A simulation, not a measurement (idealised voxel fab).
The process module that follows is named voxel self aligned contacts.
Square cells of 5 nm make up the cross-section cut, whose width is 240 nm.
Square cells in a grid make up a cross-section in this document, and the grid is given as bands, listed from the top down, each one or more rows of cells.
Heads up on the band format: heights come first, top then bottom, in nm. After that it's the materials left to right, each with its width in nm. A single material flagged "throughout" fills the whole band edge to edge, and "air" means there's empty space there.
For the purposes of this specification, 0 denotes the height below which the wafer in its as-received condition is composed wholly of one material, and the lowermost band, lacking a lower limit, extends downward without end, as expressed in "0 and below".
When a width is written as two numbers, as in "30->40", the first number is the width in the top row of cells of the band and the second is the width in its bottom row, and the width changes by the same amount from each row to the next.
"remained unchanged", as given for a step, is the statement that not any cell of the cross-section underwent a change during that step.
Empty spaces counting at least 8 cells and having no open way to the top are listed in "Completely enclosed voids". The notation width x height at distance is used for each, the distance being from the left edge and all three values in nm.
On each step's line, the part that comes after the settings is the simulator's own comment on the step.
overlay nm: for a step with a mask, the amount by which the mask lay right of where it was planned; a negative amount means left of it.

### Process steps (planned)
1. RECEIVE | material Si
2. OXIDIZE | depth nm 5
3. DIRECTIONAL_DEP | material polySi | thk nm 30
4. DIRECTIONAL_DEP | material SiN | thk nm 20
5. PATTERN | tone cover | mask id GATE | material resist | width nm 25 | pitch nm 70 | thk nm 20 | overlay nm 0
6. DIRECTIONAL_ETCH | etch materials SiN | depth nm 20
7. DIRECTIONAL_ETCH | etch materials polySi | depth nm 30
8. STRIP | etch materials resist
9. CONFORMAL_DEP | material SiN | thk nm 10
10. DIRECTIONAL_ETCH | etch materials SiN | depth nm 10
11. FILL_DEP | material SiO2 | thk nm 10
12. CMP | height nm 55
13. PATTERN | tone open | mask id CONTACT | material resist | width nm 55 | thk nm 15 | overlay nm 0
14. DIRECTIONAL_ETCH | etch materials SiO2 | depth nm 60
15. STRIP | etch materials resist
16. CONFORMAL_DEP | material TiN | thk nm 5
17. FILL_DEP | material W | thk nm 10
18. CMP | height nm 55
19. CONFORMAL_DEP | material SiCN | thk nm 5

### As received (post step 1): cross-section
	0 and below  Si throughout
	Completely enclosed voids: none

### Final cross-section, module run with one mistake (start and plan as above)
	60 down to 55  SiCN throughout
	55 down to 50  SiO2 90 | TiN 20 | W 15 | TiN 20 | SiO2 95
	50 down to 25  SiO2 60 | SiN 10 | polySi 25 | SiN 10 | TiN 5 | W 15 | TiN 5 | SiN 10 | polySi 25 | SiN 10 | SiO2 65
	25 down to 20  SiO2 60 | SiN 10 | polySi 25 | SiN 10 | TiN 25 | SiN 10 | polySi 25 | SiN 10 | SiO2 65
	20 down to 0  SiN throughout
	0 down to -5  SiO2 throughout
	-5 and below  Si throughout
	Completely enclosed voids: none
Error vs. plan: order of steps 3 and 4 inverted relative to the plan
